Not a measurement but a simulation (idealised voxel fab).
Name of the process module below: voxel self aligned contacts
Section cut is 235 nm wide and gridded with 5 nm square cells.
Think of the cross-section as a grid of square cells. We describe it in bands, top to bottom, and each band covers one or more rows of those cells.
Heads up on the band format: heights come first, top then bottom, in nm. After that it's the materials left to right, each with its width in nm. A single material flagged "full width" fills the whole band edge to edge, and "empty" means there's empty space there.
Heights are expressed relative to 0, this being the level below which the as-received wafer comprises one material exclusively. The lowest band is unbounded in the downward direction and is denoted as in "0 -> down".
Read "30->40" as a graded width: first number on top, second number at the bottom, same change between each pair of neighbouring rows.
Key: "remained the same" - step with no changed cell in the cross-section.
You'll see "Trapped cavities" listing empty spaces that have no way open to the top, as long as they're 8 cells or more; the notation is width x height at distance, where the distance is from the left edge, and all of it is in nm.
The remark found on a step's line after its settings is issued by the simulator itself and pertains to that step.
overlay nm: for a step with a mask, the amount by which the mask lay right of where it was planned; a negative amount means left of it.
# Process steps foreseen in the plan
1) RECEIVE,material Si
2) CONFORMAL_DEP,material SiO2,thk nm 5
3) DIRECTIONAL_DEP,material polySi,thk nm 20
4) DIRECTIONAL_DEP,material SiN,thk nm 20
5) DIRECTIONAL_DEP,material aC,thk nm 10
6) PATTERN,tone cover,mask id GATE,material resist,width nm 35,pitch nm 75,thk nm 25,overlay nm 0
7) DIRECTIONAL_ETCH,etch materials aC,depth nm 10
8) STRIP,etch materials resist
9) DIRECTIONAL_ETCH,etch materials SiN,depth nm 20
10) DIRECTIONAL_ETCH,etch materials polySi,depth nm 20
11) STRIP,etch materials aC
12) CONFORMAL_DEP,material SiN,thk nm 10
13) DIRECTIONAL_ETCH,etch materials SiN,depth nm 10
14) FILL_DEP,material SiO2,thk nm 20
15) CMP,height nm 55
16) PATTERN,tone open,mask id CONTACT,material resist,width nm 60,pitch nm 75,thk nm 15,overlay nm 0
17) DIRECTIONAL_ETCH,etch materials SiO2,depth nm 55
18) STRIP,etch materials resist
19) CONFORMAL_DEP,material TiN,thk nm 5
20) FILL_DEP,material W,thk nm 5
21) CMP,height nm 55
22) CONFORMAL_DEP,material SiN,thk nm 5
# So, the first of our two wafers, run just as we planned it
# Here's what the wafer looked like in cross-section when it arrived - that's after step 1
  0 -> down = Si full width
  Trapped cavities: none
# Wafer xsec, post step 2
  5 -> 0 = SiO2 full width
  Below 0, the layers are the same as they were.
# Wafer xsec, post step 3
  25 -> 5 = polySi full width
  Below 5, the layers are the same as they were.
# Wafer xsec, post step 4
  45 -> 25 = SiN full width
  Below 25, the layers are the same as they were.
# Wafer xsec, post step 5
  55 -> 45 = aC full width
  Below 45, the layers are the same as they were.
# Wafer xsec, post step 6
  80 -> 55 = empty 25 nm; resist 35 nm; empty 40 nm; resist 35 nm; empty 40 nm; resist 35 nm; empty 25 nm
  Below 55, the layers are the same as they were.
# Wafer xsec, post step 7
  70 -> 55 = empty 25 nm; resist 35 nm; empty 40 nm; resist 35 nm; empty 40 nm; resist 35 nm; empty 25 nm
  55 -> 45 = empty 25 nm; aC 35 nm; empty 40 nm; aC 35 nm; empty 40 nm; aC 35 nm; empty 25 nm
  Below 45, the layers are the same as they were.
# Wafer xsec, post step 8
  55 -> 45 = empty 25 nm; aC 35 nm; empty 40 nm; aC 35 nm; empty 40 nm; aC 35 nm; empty 25 nm
  Below 45, the layers are the same as they were.
# Wafer xsec, post step 9
  55 -> 45 = empty 25 nm; aC 35 nm; empty 40 nm; aC 35 nm; empty 40 nm; aC 35 nm; empty 25 nm
  45 -> 25 = empty 25 nm; SiN 35 nm; empty 40 nm; SiN 35 nm; empty 40 nm; SiN 35 nm; empty 25 nm
  Below 25, the layers are the same as they were.
# Wafer xsec, post step 10
  55 -> 45 = empty 25 nm; aC 35 nm; empty 40 nm; aC 35 nm; empty 40 nm; aC 35 nm; empty 25 nm
  45 -> 25 = empty 25 nm; SiN 35 nm; empty 40 nm; SiN 35 nm; empty 40 nm; SiN 35 nm; empty 25 nm
  25 -> 5 = empty 25 nm; polySi 35 nm; empty 40 nm; polySi 35 nm; empty 40 nm; polySi 35 nm; empty 25 nm
  Below 5, the layers are the same as they were.
# Wafer xsec, post step 11
  45 -> 25 = empty 25 nm; SiN 35 nm; empty 40 nm; SiN 35 nm; empty 40 nm; SiN 35 nm; empty 25 nm
  Below 25, the layers are the same as they were.
# Wafer xsec, post step 12
  55 -> 25 = empty 15 nm; SiN 55 nm; empty 20 nm; SiN 55 nm; empty 20 nm; SiN 55 nm; empty 15 nm
  25 -> 15 = empty 15 nm; SiN 10 nm; polySi 35 nm; SiN 10 nm; empty 20 nm; SiN 10 nm; polySi 35 nm; SiN 10 nm; empty 20 nm; SiN 10 nm; polySi 35 nm; SiN 10 nm; empty 15 nm
  15 -> 5 = SiN 25 nm; polySi 35 nm; SiN 40 nm; polySi 35 nm; SiN 40 nm; polySi 35 nm; SiN 25 nm
  Below 5, the layers are the same as they were.
# Wafer xsec, post step 13
  45 -> 25 = empty 15 nm; SiN 55 nm; empty 20 nm; SiN 55 nm; empty 20 nm; SiN 55 nm; empty 15 nm
  25 -> 5 = empty 15 nm; SiN 10 nm; polySi 35 nm; SiN 10 nm; empty 20 nm; SiN 10 nm; polySi 35 nm; SiN 10 nm; empty 20 nm; SiN 10 nm; polySi 35 nm; SiN 10 nm; empty 15 nm
  Below 5, the layers are the same as they were.
# Wafer xsec, post step 14
  65 -> 45 = SiO2 full width
  45 -> 25 = SiO2 15 nm; SiN 55 nm; SiO2 20 nm; SiN 55 nm; SiO2 20 nm; SiN 55 nm; SiO2 15 nm
  25 -> 5 = SiO2 15 nm; SiN 10 nm; polySi 35 nm; SiN 10 nm; SiO2 20 nm; SiN 10 nm; polySi 35 nm; SiN 10 nm; SiO2 20 nm; SiN 10 nm; polySi 35 nm; SiN 10 nm; SiO2 15 nm
  Below 5, the layers are the same as they were.
# Wafer xsec, post step 15
  55 -> 45 = SiO2 full width
  Below 45, the layers are the same as they were.
# Wafer xsec, post step 16
  70 -> 55 = resist 50 nm; empty 60 nm; resist 15 nm; empty 60 nm; resist 50 nm
  Below 55, the layers are the same as they were.
# Wafer xsec, post step 17
  70 -> 55 = resist 50 nm; empty 60 nm; resist 15 nm; empty 60 nm; resist 50 nm
  55 -> 45 = SiO2 50 nm; empty 60 nm; SiO2 15 nm; empty 60 nm; SiO2 50 nm
  45 -> 25 = SiO2 15 nm; SiN 55 nm; empty 20 nm; SiN 55 nm; empty 20 nm; SiN 55 nm; SiO2 15 nm
  25 -> 5 = SiO2 15 nm; SiN 10 nm; polySi 35 nm; SiN 10 nm; empty 20 nm; SiN 10 nm; polySi 35 nm; SiN 10 nm; empty 20 nm; SiN 10 nm; polySi 35 nm; SiN 10 nm; SiO2 15 nm
  5 -> 0 = SiO2 70 nm; empty 20 nm; SiO2 55 nm; empty 20 nm; SiO2 70 nm
  Below 0, the layers are the same as they were.
# Wafer xsec, post step 18
  55 -> 45 = SiO2 50 nm; empty 60 nm; SiO2 15 nm; empty 60 nm; SiO2 50 nm
  Below 45, the layers are the same as they were.
# Wafer xsec, post step 19
  60 -> 55 = TiN 55 nm; empty 50 nm; TiN 25 nm; empty 50 nm; TiN 55 nm
  55 -> 45 = SiO2 50 nm; TiN 5->25 nm; empty 50->10 nm; TiN 5->25 nm; SiO2 15 nm; TiN 5->25 nm; empty 50->10 nm; TiN 5->25 nm; SiO2 50 nm
  45 -> 25 = SiO2 15 nm; SiN 55 nm; TiN 5 nm; empty 10 nm; TiN 5 nm; SiN 55 nm; TiN 5 nm; empty 10 nm; TiN 5 nm; SiN 55 nm; SiO2 15 nm
  25 -> 5 = SiO2 15 nm; SiN 10 nm; polySi 35 nm; SiN 10 nm; TiN 5 nm; empty 10 nm; TiN 5 nm; SiN 10 nm; polySi 35 nm; SiN 10 nm; TiN 5 nm; empty 10 nm; TiN 5 nm; SiN 10 nm; polySi 35 nm; SiN 10 nm; SiO2 15 nm
  5 -> 0 = SiO2 70 nm; TiN 20 nm; SiO2 55 nm; TiN 20 nm; SiO2 70 nm
  Below 0, the layers are the same as they were.
# Wafer xsec, post step 20
  65 -> 60 = W full width
  60 -> 55 = TiN 55 nm; W 50 nm; TiN 25 nm; W 50 nm; TiN 55 nm
  55 -> 45 = SiO2 50 nm; TiN 5->25 nm; W 50->10 nm; TiN 5->25 nm; SiO2 15 nm; TiN 5->25 nm; W 50->10 nm; TiN 5->25 nm; SiO2 50 nm
  45 -> 25 = SiO2 15 nm; SiN 55 nm; TiN 5 nm; W 10 nm; TiN 5 nm; SiN 55 nm; TiN 5 nm; W 10 nm; TiN 5 nm; SiN 55 nm; SiO2 15 nm
  25 -> 5 = SiO2 15 nm; SiN 10 nm; polySi 35 nm; SiN 10 nm; TiN 5 nm; W 10 nm; TiN 5 nm; SiN 10 nm; polySi 35 nm; SiN 10 nm; TiN 5 nm; W 10 nm; TiN 5 nm; SiN 10 nm; polySi 35 nm; SiN 10 nm; SiO2 15 nm
  Below 5, the layers are the same as they were.
# Wafer xsec, post step 21
  55 -> 45 = SiO2 50 nm; TiN 5->25 nm; W 50->10 nm; TiN 5->25 nm; SiO2 15 nm; TiN 5->25 nm; W 50->10 nm; TiN 5->25 nm; SiO2 50 nm
  Below 45, the layers are the same as they were.
# Wafer xsec, post step 22
  60 -> 55 = SiN full width
  Below 55, the layers are the same as they were.
# The second wafer was prepared from the same starting point and under the same plan as the first; its processing contained one mistake, and it remains indistinguishable from the first wafer up to and including step 11
Second wafer, cut view, end of step 12 per plan: remained the same
# Second wafer, cut view, end of step 13 per plan
  35 -> 25 = empty 25 nm; SiN 35 nm; empty 40 nm; SiN 35 nm; empty 40 nm; SiN 35 nm; empty 25 nm
  Below 25, the layers are the same as they were.
# Second wafer, cut view, end of step 14 per plan
  55 -> 35 = SiO2 full width
  35 -> 25 = SiO2 25 nm; SiN 35 nm; SiO2 40 nm; SiN 35 nm; SiO2 40 nm; SiN 35 nm; SiO2 25 nm
  25 -> 5 = SiO2 25 nm; polySi 35 nm; SiO2 40 nm; polySi 35 nm; SiO2 40 nm; polySi 35 nm; SiO2 25 nm
  Below 5, the layers are the same as they were.
Second wafer, cut view, end of step 15 per plan: remained the same
# Second wafer, cut view, end of step 16 per plan
  70 -> 55 = resist 50 nm; empty 60 nm; resist 15 nm; empty 60 nm; resist 50 nm
  Below 55, the layers are the same as they were.
# Second wafer, cut view, end of step 17 per plan
  70 -> 55 = resist 50 nm; empty 60 nm; resist 15 nm; empty 60 nm; resist 50 nm
  55 -> 35 = SiO2 50 nm; empty 60 nm; SiO2 15 nm; empty 60 nm; SiO2 50 nm
  35 -> 25 = SiO2 25 nm; SiN 35 nm; empty 40 nm; SiN 35 nm; empty 40 nm; SiN 35 nm; SiO2 25 nm
  25 -> 5 = SiO2 25 nm; polySi 35 nm; empty 40 nm; polySi 35 nm; empty 40 nm; polySi 35 nm; SiO2 25 nm
  5 -> 0 = SiO2 60 nm; empty 40 nm; SiO2 35 nm; empty 40 nm; SiO2 60 nm
  Below 0, the layers are the same as they were.
# Second wafer, cut view, end of step 18 per plan
  55 -> 35 = SiO2 50 nm; empty 60 nm; SiO2 15 nm; empty 60 nm; SiO2 50 nm
  Below 35, the layers are the same as they were.
# Second wafer, cut view, end of step 19 per plan
  60 -> 55 = TiN 55 nm; empty 50 nm; TiN 25 nm; empty 50 nm; TiN 55 nm
  55 -> 40 = SiO2 50 nm; TiN 5 nm; empty 50 nm; TiN 5 nm; SiO2 15 nm; TiN 5 nm; empty 50 nm; TiN 5 nm; SiO2 50 nm
  40 -> 35 = SiO2 50 nm; TiN 15 nm; empty 30 nm; TiN 15 nm; SiO2 15 nm; TiN 15 nm; empty 30 nm; TiN 15 nm; SiO2 50 nm
  35 -> 25 = SiO2 25 nm; SiN 35 nm; TiN 5 nm; empty 30 nm; TiN 5 nm; SiN 35 nm; TiN 5 nm; empty 30 nm; TiN 5 nm; SiN 35 nm; SiO2 25 nm
  25 -> 5 = SiO2 25 nm; polySi 35 nm; TiN 5 nm; empty 30 nm; TiN 5 nm; polySi 35 nm; TiN 5 nm; empty 30 nm; TiN 5 nm; polySi 35 nm; SiO2 25 nm
  5 -> 0 = SiO2 60 nm; TiN 40 nm; SiO2 35 nm; TiN 40 nm; SiO2 60 nm
  Below 0, the layers are the same as they were.
# Second wafer, cut view, end of step 20 per plan
  65 -> 60 = W full width
  60 -> 55 = TiN 55 nm; W 50 nm; TiN 25 nm; W 50 nm; TiN 55 nm
  55 -> 40 = SiO2 50 nm; TiN 5 nm; W 50 nm; TiN 5 nm; SiO2 15 nm; TiN 5 nm; W 50 nm; TiN 5 nm; SiO2 50 nm
  40 -> 35 = SiO2 50 nm; TiN 15 nm; W 30 nm; TiN 15 nm; SiO2 15 nm; TiN 15 nm; W 30 nm; TiN 15 nm; SiO2 50 nm
  35 -> 25 = SiO2 25 nm; SiN 35 nm; TiN 5 nm; W 30 nm; TiN 5 nm; SiN 35 nm; TiN 5 nm; W 30 nm; TiN 5 nm; SiN 35 nm; SiO2 25 nm
  25 -> 5 = SiO2 25 nm; polySi 35 nm; TiN 5 nm; W 30 nm; TiN 5 nm; polySi 35 nm; TiN 5 nm; W 30 nm; TiN 5 nm; polySi 35 nm; SiO2 25 nm
  Below 5, the layers are the same as they were.
# Second wafer, cut view, end of step 21 per plan
  55 -> 40 = SiO2 50 nm; TiN 5 nm; W 50 nm; TiN 5 nm; SiO2 15 nm; TiN 5 nm; W 50 nm; TiN 5 nm; SiO2 50 nm
  Below 40, the layers are the same as they were.
# Second wafer, cut view, end of step 22 per plan
  60 -> 55 = SiN full width
  Below 55, the layers are the same as they were.
The mistake made against the process plan was this: step 12 was left out
Count the cells at the end and the second wafer has more or fewer of some materials than the first: 138 fewer of SiN; 50 more of SiO2; 88 more of W
